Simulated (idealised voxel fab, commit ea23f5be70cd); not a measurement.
The process module that follows is named voxel tone inversion.
Cross-section cut: width 195 nm, square cells of 5 nm.
Just so we're on the same page, the cross-sections are grids of square cells, and they're listed out in bands top to bottom, each band one or more rows deep. Band: top height; bottom height; in nm. Then, left to right: material with width in nm, for each material. "edge to edge": a single material spanning edge to edge. "air": empty space. All heights in this document are referenced to 0, defined as the level beneath which the wafer, as received, consists entirely of one material. The lowest band is not bounded below; it extends indefinitely downward and is written in the form "0 down". Width spec "30..40" -> top row of cells at first value, bottom row at second value, equal per-row change in between. The designation "no change occurred", where it is given for a processing step, indicates that no cell of the cross-section was altered in the course of that step. "Enclosed internal voids": empty spaces of 8 cells or more with no open way to the top, each given as width x height at distance, distance from the left edge, all in nm. Text after the settings on a step's line: the simulator's own remark on that step. "overlay nm", when on a step's line for a step with a mask, measures how far to the right of its planned place the mask lay; a negative measure means to the left.

## This section lists the process steps that were planned
| 1 | RECEIVE with material Si |
| 2 | CONFORMAL_DEP with material SiCN, thk nm 10 |
| 3 | DIRECTIONAL_DEP with material aC, thk nm 15 |
| 4 | PATTERN with tone cover, mask id POSTS, material resist, width nm 25, pitch nm 55, thk nm 25, overlay nm 0 |
| 5 | DIRECTIONAL_ETCH with etch materials aC, depth nm 15 |
| 6 | STRIP with etch materials resist |
| 7 | FILL_DEP with material lowk, thk nm 5 |
| 8 | CMP with height nm 25 |
| 9 | STRIP with etch materials aC |

## Cross-section of the wafer at receipt, which is the condition after step 1
* 0 down | Si edge to edge
* Enclosed internal voids: none

## End-of-module cross-section of the first of two wafers, processed as planned
* 25 to 10 | lowk: 30; air: 25; lowk: 30; air: 25; lowk: 30; air: 25; lowk: 30
* 10 to 0 | SiCN edge to edge
* 0 down | Si edge to edge
* Enclosed internal voids: none

## Wafer two (of two), end-of-module cross-section: start = wafer one, plan = wafer one, one run mistake
* 25 to 10 | air: 30; lowk: 25; air: 30; lowk: 25; air: 30; lowk: 25; air: 30
* 10 to 0 | SiCN edge to edge
* 0 down | Si edge to edge
* Enclosed internal voids: none
Diagnosis: in deviation from the planned setting, step 4 was conducted as PATTERN with tone open, mask id POSTS, material resist, width nm 25, pitch nm 55, thk nm 25, overlay nm 0
Final comparison by cell count, materials where the second wafer has more or fewer than the first: 27 fewer of lowk
